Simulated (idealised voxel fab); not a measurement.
The name of this process module is voxel ribs on slabs.
cross-section cut | 165 nm wide | cells 5 nm
Cross-section format: a grid of square cells, given as bands from top to bottom; each band is one or more rows of cells.
Look at the band entry: it leads with the top's height and the bottom's height in nm. Then it lists the materials left to right, with a width in nm for each. The word "throughout" on a single material says that material fills the band edge to edge. The word "empty" is empty space.
For the purposes of this specification, 0 denotes the height below which the wafer in its as-received condition is composed wholly of one material, and the lowermost band, lacking a lower limit, extends downward without end, as expressed in "top 0, no bottom".
Note: "30..40" means the width goes from the first number (top row of the band) to the second number (bottom row) in equal steps per row of cells.
"stayed the same" (step): cross-section cells unchanged, all of them.
Reported under the label "Unvented cavities" are the empty spaces having no open way to the top and comprising 8 cells or more; the notation for each is width x height at distance, in which the distance is measured from the left edge and all three values are in nm.
Whatever follows a step's settings on its line is a remark the simulator itself makes about that step.
Steps that use a mask can have "overlay nm" on their line. It says how far the mask sat to the right of where it was meant to be. Negative means to the left.

# Steps in the process plan
| 1 | RECEIVE | material Si |
| 2 | DIRECTIONAL_DEP | material SiO2 | thk nm 25 |
| 3 | DIRECTIONAL_DEP | material SiN | thk nm 15 |
| 4 | DIRECTIONAL_DEP | material aC | thk nm 10 |
| 5 | PATTERN | tone cover | mask id RIB | material resist | width nm 25 | thk nm 25 | overlay nm 0 |
| 6 | DIRECTIONAL_ETCH | etch materials aC | depth nm 10 |
| 7 | STRIP | etch materials resist |
| 8 | DIRECTIONAL_ETCH | etch materials SiN | depth nm 10 |
| 9 | STRIP | etch materials aC |
| 10 | PATTERN | tone cover | mask id SLAB | material resist | width nm 55 | thk nm 15 | overlay nm 0 |
| 11 | DIRECTIONAL_ETCH | etch materials SiN | depth nm 5 |
| 12 | STRIP | etch materials resist |
| 13 | FILL_DEP | material SiO2 | thk nm 25 |
| 14 | CMP | height nm 55 |
| 15 | DIRECTIONAL_DEP | material W | thk nm 10 |
| 16 | DIRECTIONAL_DEP | material aC | thk nm 10 |
| 17 | PATTERN | tone cover | mask id HEATER | material resist | width nm 35 | thk nm 25 | overlay nm 0 |
| 18 | DIRECTIONAL_ETCH | etch materials aC | depth nm 10 |
| 19 | STRIP | etch materials resist |
| 20 | DIRECTIONAL_ETCH | etch materials W | depth nm 10 |
| 21 | STRIP | etch materials aC |
| 22 | CONFORMAL_DEP | material SiO2 | thk nm 5 |

# So, the first of our two wafers, run just as we planned it

# Incoming wafer, cross-sectional view, post step 1
- top 0, no bottom  Si throughout
- Unvented cavities: none

# Wafer after step 2 (cross-section)
- top 25, bottom 0  SiO2 throughout
- Rest of section, below 0: as before.

# Wafer after step 3 (cross-section)
- top 40, bottom 25  SiN throughout
- Rest of section, below 25: as before.

# Wafer after step 4 (cross-section)
- top 50, bottom 40  aC throughout
- Rest of section, below 40: as before.

# Wafer after step 5 (cross-section)
- top 75, bottom 50  empty 70, then resist 25, then empty 70
- Rest of section, below 50: as before.

# Wafer after step 6 (cross-section)
- top 65, bottom 50  empty 70, then resist 25, then empty 70
- top 50, bottom 40  empty 70, then aC 25, then empty 70
- Rest of section, below 40: as before.

# Wafer after step 7 (cross-section)
- top 50, bottom 40  empty 70, then aC 25, then empty 70
- Rest of section, below 40: as before.

# Wafer after step 8 (cross-section)
- top 50, bottom 40  empty 70, then aC 25, then empty 70
- top 40, bottom 30  empty 70, then SiN 25, then empty 70
- Rest of section, below 30: as before.

# Wafer after step 9 (cross-section)
- top 40, bottom 30  empty 70, then SiN 25, then empty 70
- Rest of section, below 30: as before.

# Wafer after step 10 (cross-section)
- top 55, bottom 40  empty 55, then resist 55, then empty 55
- top 40, bottom 30  empty 55, then resist 15, then SiN 25, then resist 15, then empty 55
- Rest of section, below 30: as before.

# Wafer after step 11 (cross-section)
- top 55, bottom 40  empty 55, then resist 55, then empty 55
- top 40, bottom 30  empty 55, then resist 15, then SiN 25, then resist 15, then empty 55
- top 30, bottom 25  empty 55, then SiN 55, then empty 55
- Rest of section, below 25: as before.

# Wafer after step 12 (cross-section)
- top 40, bottom 30  empty 70, then SiN 25, then empty 70
- Rest of section, below 30: as before.

# Wafer after step 13 (cross-section)
- top 65, bottom 40  SiO2 throughout
- top 40, bottom 30  SiO2 70, then SiN 25, then SiO2 70
- top 30, bottom 25  SiO2 55, then SiN 55, then SiO2 55
- Rest of section, below 25: as before.

# Wafer after step 14 (cross-section)
- top 55, bottom 40  SiO2 throughout
- Rest of section, below 40: as before.

# Wafer after step 15 (cross-section)
- top 65, bottom 55  W throughout
- Rest of section, below 55: as before.

# Wafer after step 16 (cross-section)
- top 75, bottom 65  aC throughout
- Rest of section, below 65: as before.

# Wafer after step 17 (cross-section)
- top 100, bottom 75  empty 65, then resist 35, then empty 65
- Rest of section, below 75: as before.

# Wafer after step 18 (cross-section)
- top 90, bottom 75  empty 65, then resist 35, then empty 65
- top 75, bottom 65  empty 65, then aC 35, then empty 65
- Rest of section, below 65: as before.

# Wafer after step 19 (cross-section)
- top 75, bottom 65  empty 65, then aC 35, then empty 65
- Rest of section, below 65: as before.

# Wafer after step 20 (cross-section)
- top 75, bottom 65  empty 65, then aC 35, then empty 65
- top 65, bottom 55  empty 65, then W 35, then empty 65
- Rest of section, below 55: as before.

# Wafer after step 21 (cross-section)
- top 65, bottom 55  empty 65, then W 35, then empty 65
- Rest of section, below 55: as before.

# Wafer after step 22 (cross-section)
- top 70, bottom 65  empty 60, then SiO2 45, then empty 60
- top 65, bottom 60  empty 60, then SiO2 5, then W 35, then SiO2 5, then empty 60
- top 60, bottom 55  SiO2 65, then W 35, then SiO2 65
- Rest of section, below 55: as before.

# The second wafer was prepared from the same starting point and under the same plan as the first; its processing contained one mistake, and it remains indistinguishable from the first wafer up to and including step 21

Second wafer: cross-section at the scheduled end of step 22: stayed the same
The mistake made against the process plan was this: step 22 of the plan was excluded from execution and never run
Final wafer comparison in cells, second versus first, more or fewer per material: SiO2: 37 fewer
